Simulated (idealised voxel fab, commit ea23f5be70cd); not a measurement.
process module | voxel fin reveal
cross-section cut | 220 nm wide | cells 5 nm
A cross-section is a grid of square cells, given in bands from the top down. A band is one or more rows of cells.
Each band's line starts with the height of the band's top and of its bottom, in nm. Then come its materials from left to right, each with its width in nm. One material with "throughout" fills the band from edge to edge. "air" is empty space.
Height 0 is the level under which the wafer as received is all one material. The lowest band goes on downwards, as in "0 down".
A width such as "30 to 40" changes by the same amount from each row of cells to the next, from the band's top row to its bottom row.
"no change" after a step means that no cell of the cross-section changed.
closed voids: empty space of 8 cells or more with no open way to the top, each as width x height at its distance from the left edge, in nm
after a step's settings: what the simulator itself notes on the step
overlay nm, on a step with a mask: how far to the right of its planned place the mask lay; to the left if negative
plan
1 op RECEIVE | material Si
2 op CONFORMAL_DEP | material SiN | thk nm 10
3 op PATTERN | tone cover | mask id FINS | material resist | width nm 15 | pitch nm 35 | thk nm 20 | overlay nm 0
4 op DIRECTIONAL_ETCH | etch materials SiN | depth nm 10
5 op DIRECTIONAL_ETCH | etch materials Si | depth nm 30
6 op STRIP | etch materials resist
7 op FILL_DEP | material SiO2 | thk nm 15
8 op CMP | height nm 10
9 op SELECTIVE_ETCH | etch materials SiO2 | depth nm 25
10 op STRIP | etch materials SiN
as received, after step 1
  0 down: Si throughout
  closed voids: none
a wafer at the end: this start, this plan, one mistake
  0 to -15: air 85 | Si 15 | air 20 | Si 15 | air 85
  -15 to -60: SiO2 85 | Si 15 | SiO2 20 | Si 15 | SiO2 85
  -60 down: Si throughout
  closed voids: none
what went wrong: step 5 was run twice
